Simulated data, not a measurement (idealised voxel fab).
Module name: voxel self aligned contacts (process module)
FYI the section here is cut, 160 nm wide, cells are 5 nm squares.
Bands, listed from the top down, are how a cross-section gets written in this document; the cross-section itself is a grid of square cells, and a band is one or more rows of them.
Band: top height; bottom height; in nm. Then, left to right: material with width in nm, for each material. "throughout": a single material spanning edge to edge. "blank": empty space.
Height reference: 0 = level under which incoming wafer is all one material. Lowest band: no bottom, runs on downward, e.g. "z 0 and below".
Width: "30..40" (first number = top row, second number = bottom row, same change from row to row of cells).
A step reported as "everything unchanged" is a step in which no cell of the cross-section changed.
If an empty space has no open way to the top and is at least 8 cells in size, "Voids, fully enclosed" lists it, written width x height at distance, where distance is measured from the left edge and every value is in nm.
That trailing text on a step's line, after the settings, is the simulator's own remark on the step.
"overlay nm" answers the question of how far to the right of plan the mask lay on a step that has a mask, and when it is negative the answer is to the left.

### Here's what the planned process steps look like
- 1: RECEIVE (material Si)
- 2: OXIDIZE (depth nm 5)
- 3: DIRECTIONAL_DEP (material polySi; thk nm 30)
- 4: DIRECTIONAL_DEP (material SiN; thk nm 25)
- 5: DIRECTIONAL_DEP (material aC; thk nm 15)
- 6: PATTERN (tone cover; mask id GATE; material resist; width nm 25; pitch nm 65; thk nm 35; overlay nm 0)
- 7: DIRECTIONAL_ETCH (etch materials aC; depth nm 15)
- 8: STRIP (etch materials resist)
- 9: DIRECTIONAL_ETCH (etch materials SiN; depth nm 25)
- 10: DIRECTIONAL_ETCH (etch materials polySi; depth nm 30)
- 11: STRIP (etch materials aC)
- 12: CONFORMAL_DEP (material SiN; thk nm 10)
- 13: DIRECTIONAL_ETCH (etch materials SiN; depth nm 10)
- 14: FILL_DEP (material SiO2; thk nm 20)
- 15: CMP (height nm 65)
- 16: MASKED_ETCH (tone open; mask id CONTACT; width nm 50; etch materials SiO2; depth nm 70; overlay nm 0)
- 17: CONFORMAL_DEP (material TiN; thk nm 5)
- 18: FILL_DEP (material Ru; thk nm 5)
- 19: CMP (height nm 65)
- 20: CONFORMAL_DEP (material SiN; thk nm 5)

### Cross-section of the wafer upon arrival, representing the state reached after step 1
- z 0 and below | Si throughout
- Voids, fully enclosed: none

### Figure: cross-sectional view of the wafer upon completion of the module, processed from the initial state and according to the plan depicted above, with one error introduced during execution
- z 70 to 65 | SiN throughout
- z 65 to 55 | SiO2 60 nm / TiN 5..15 nm / Ru 35..10 nm / TiN 5..20 nm / SiO2 55 nm
- z 55 to 30 | SiO2 25 nm / SiN 45 nm / TiN 5 nm / Ru 10 nm / TiN 5 nm / SiN 45 nm / SiO2 25 nm
- z 30 to 0 | SiO2 25 nm / SiN 10 nm / polySi 25 nm / SiN 10 nm / TiN 5 nm / Ru 10 nm / TiN 5 nm / SiN 10 nm / polySi 25 nm / SiN 10 nm / SiO2 25 nm
- z 0 to -5 | SiO2 70 nm / TiN 20 nm / SiO2 70 nm
- z -5 and below | Si throughout
- Voids, fully enclosed: none
Error vs. plan: note that step 16 departed from the planned setting and was carried out as MASKED_ETCH (tone open; mask id CONTACT; width nm 45; etch materials SiO2; depth nm 70; overlay nm 0)
